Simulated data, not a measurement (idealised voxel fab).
process module | voxel released beams
The figure presents cross-section cut, which has a width of 190 nm and is divided into square cells with an edge length of 5 nm.
Think of the cross-section as a grid of square cells. We describe it in bands, top to bottom, and each band covers one or more rows of those cells.
Heads up on the band format: heights come first, top then bottom, in nm. After that it's the materials left to right, each with its width in nm. A single material flagged "everywhere" fills the whole band edge to edge, and "blank" means there's empty space there.
The reference from which all heights are counted is 0, the level beneath which the as-received wafer is entirely one material; the lowest band, having no lower bound, proceeds downward and is written after the example "0 down".
With a width like "30 to 40", each row of cells in the band differs from the next by the same amount, the top row carrying the first number and the bottom row the second.
Step marked "left unchanged"? Then no cell in the cross-section changed in it.
This entry, "Fully sealed voids", enumerates those empty regions of no fewer than 8 cells that possess no open connection to the top. Each region is reported in the form width x height at distance, the distance being taken from the left edge, with all three quantities expressed in nm.
Post-settings text on a step line: simulator's own remark regarding the step.
Among the settings permitted on a step's line is "overlay nm"; applied to a step with a mask, it specifies the extent to which the mask lay to the right of its planned position, whereas a negative figure signifies a position to the left.

# Process steps (planned)
1 RECEIVE with material Si
2 CONFORMAL_DEP with material SiN, thk nm 10
3 DIRECTIONAL_DEP with material SiO2, thk nm 10
4 DIRECTIONAL_DEP with material aC, thk nm 15
5 PATTERN with tone open, mask id ANCHOR, material resist, width nm 35, thk nm 35, overlay nm 0
6 DIRECTIONAL_ETCH with etch materials aC, depth nm 15
7 STRIP with etch materials resist
8 DIRECTIONAL_ETCH with etch materials SiO2, depth nm 10
9 STRIP with etch materials aC
10 CONFORMAL_DEP with material TiN, thk nm 10
11 DIRECTIONAL_DEP with material aC, thk nm 10
12 PATTERN with tone cover, mask id BEAM, material resist, width nm 100, thk nm 30, overlay nm 0
13 DIRECTIONAL_ETCH with etch materials aC, depth nm 10
14 STRIP with etch materials resist
15 DIRECTIONAL_ETCH with etch materials TiN, depth nm 10
16 STRIP with etch materials aC
17 STRIP with etch materials SiO2

# Run as planned: first of two wafers

# This is the cross-section of the wafer as we received it, i.e. after step 1
  0 down  Si everywhere
  Fully sealed voids: none

# Wafer section view after processing step 2
  10 to 0  SiN everywhere
  Lower than 0, everything is as it was.

# Wafer section view after processing step 3
  20 to 10  SiO2 everywhere
  Lower than 10, everything is as it was.

# Wafer section view after processing step 4
  35 to 20  aC everywhere
  Lower than 20, everything is as it was.

# Wafer section view after processing step 5
  70 to 35  45 of resist  35 of blank  110 of resist
  Lower than 35, everything is as it was.

# Wafer section view after processing step 6
  55 to 35  45 of resist  35 of blank  110 of resist
  35 to 20  45 of aC  35 of blank  110 of aC
  Lower than 20, everything is as it was.

# Wafer section view after processing step 7
  35 to 20  45 of aC  35 of blank  110 of aC
  Lower than 20, everything is as it was.

# Wafer section view after processing step 8
  35 to 20  45 of aC  35 of blank  110 of aC
  20 to 10  45 of SiO2  35 of blank  110 of SiO2
  Lower than 10, everything is as it was.

# Wafer section view after processing step 9
  20 to 10  45 of SiO2  35 of blank  110 of SiO2
  Lower than 10, everything is as it was.

# Wafer section view after processing step 10
  30 to 20  55 of TiN  15 of blank  120 of TiN
  20 to 10  45 of SiO2  35 of TiN  110 of SiO2
  Lower than 10, everything is as it was.

# Wafer section view after processing step 11
  40 to 30  55 of aC  15 of blank  120 of aC
  30 to 20  55 of TiN  15 of aC  120 of TiN
  Lower than 20, everything is as it was.

# Wafer section view after processing step 12
  70 to 40  40 of blank  100 of resist  50 of blank
  40 to 30  55 of aC  15 of resist  120 of aC
  Lower than 30, everything is as it was.

# Wafer section view after processing step 13
  60 to 40  40 of blank  100 of resist  50 of blank
  40 to 30  40 of blank  15 of aC  15 of resist  70 of aC  50 of blank
  Lower than 30, everything is as it was.

# Wafer section view after processing step 14
  40 to 30  40 of blank  15 of aC  15 of blank  70 of aC  50 of blank
  Lower than 30, everything is as it was.

# Wafer section view after processing step 15
  40 to 30  40 of blank  15 of aC  15 of blank  70 of aC  50 of blank
  30 to 20  40 of blank  15 of TiN  15 of aC  70 of TiN  50 of blank
  Lower than 20, everything is as it was.

# Wafer section view after processing step 16
  30 to 20  40 of blank  15 of TiN  15 of blank  70 of TiN  50 of blank
  Lower than 20, everything is as it was.

# Wafer section view after processing step 17
  30 to 20  40 of blank  15 of TiN  15 of blank  70 of TiN  50 of blank
  20 to 10  45 of blank  35 of TiN  110 of blank
  Lower than 10, everything is as it was.

# Second wafer. Start and plan as for the first. One mistake made in running. Agrees with the first up to and including step 1

# Second wafer profile in section, at the moment step 2 of the plan was meant to be complete
  10 to 0  SiO2 everywhere
  Lower than 0, everything is as it was.

# Second wafer profile in section, at the moment step 3 of the plan was meant to be complete
  20 to 10  SiN everywhere
  Lower than 10, everything is as it was.

# Second wafer profile in section, at the moment step 4 of the plan was meant to be complete
  35 to 20  aC everywhere
  Lower than 20, everything is as it was.

# Second wafer profile in section, at the moment step 5 of the plan was meant to be complete
  70 to 35  45 of resist  35 of blank  110 of resist
  Lower than 35, everything is as it was.

# Second wafer profile in section, at the moment step 6 of the plan was meant to be complete
  55 to 35  45 of resist  35 of blank  110 of resist
  35 to 20  45 of aC  35 of blank  110 of aC
  Lower than 20, everything is as it was.

# Second wafer profile in section, at the moment step 7 of the plan was meant to be complete
  35 to 20  45 of aC  35 of blank  110 of aC
  Lower than 20, everything is as it was.

Second wafer profile in section, at the moment step 8 of the plan was meant to be complete: left unchanged

# Second wafer profile in section, at the moment step 9 of the plan was meant to be complete
  20 to 10  SiN everywhere
  Lower than 10, everything is as it was.

# Second wafer profile in section, at the moment step 10 of the plan was meant to be complete
  30 to 20  TiN everywhere
  Lower than 20, everything is as it was.

# Second wafer profile in section, at the moment step 11 of the plan was meant to be complete
  40 to 30  aC everywhere
  Lower than 30, everything is as it was.

# Second wafer profile in section, at the moment step 12 of the plan was meant to be complete
  70 to 40  40 of blank  100 of resist  50 of blank
  Lower than 40, everything is as it was.

# Second wafer profile in section, at the moment step 13 of the plan was meant to be complete
  60 to 40  40 of blank  100 of resist  50 of blank
  40 to 30  40 of blank  100 of aC  50 of blank
  Lower than 30, everything is as it was.

# Second wafer profile in section, at the moment step 14 of the plan was meant to be complete
  40 to 30  40 of blank  100 of aC  50 of blank
  Lower than 30, everything is as it was.

# Second wafer profile in section, at the moment step 15 of the plan was meant to be complete
  40 to 30  40 of blank  100 of aC  50 of blank
  30 to 20  40 of blank  100 of TiN  50 of blank
  Lower than 20, everything is as it was.

# Second wafer profile in section, at the moment step 16 of the plan was meant to be complete
  30 to 20  40 of blank  100 of TiN  50 of blank
  Lower than 20, everything is as it was.

Second wafer profile in section, at the moment step 17 of the plan was meant to be complete: left unchanged
Diagnosis: sequence error: steps 2 and 3 interchanged
Counted in cells at the end, the second wafer holds more or fewer of these materials than the first: 76 more of SiO2, 8 fewer of TiN
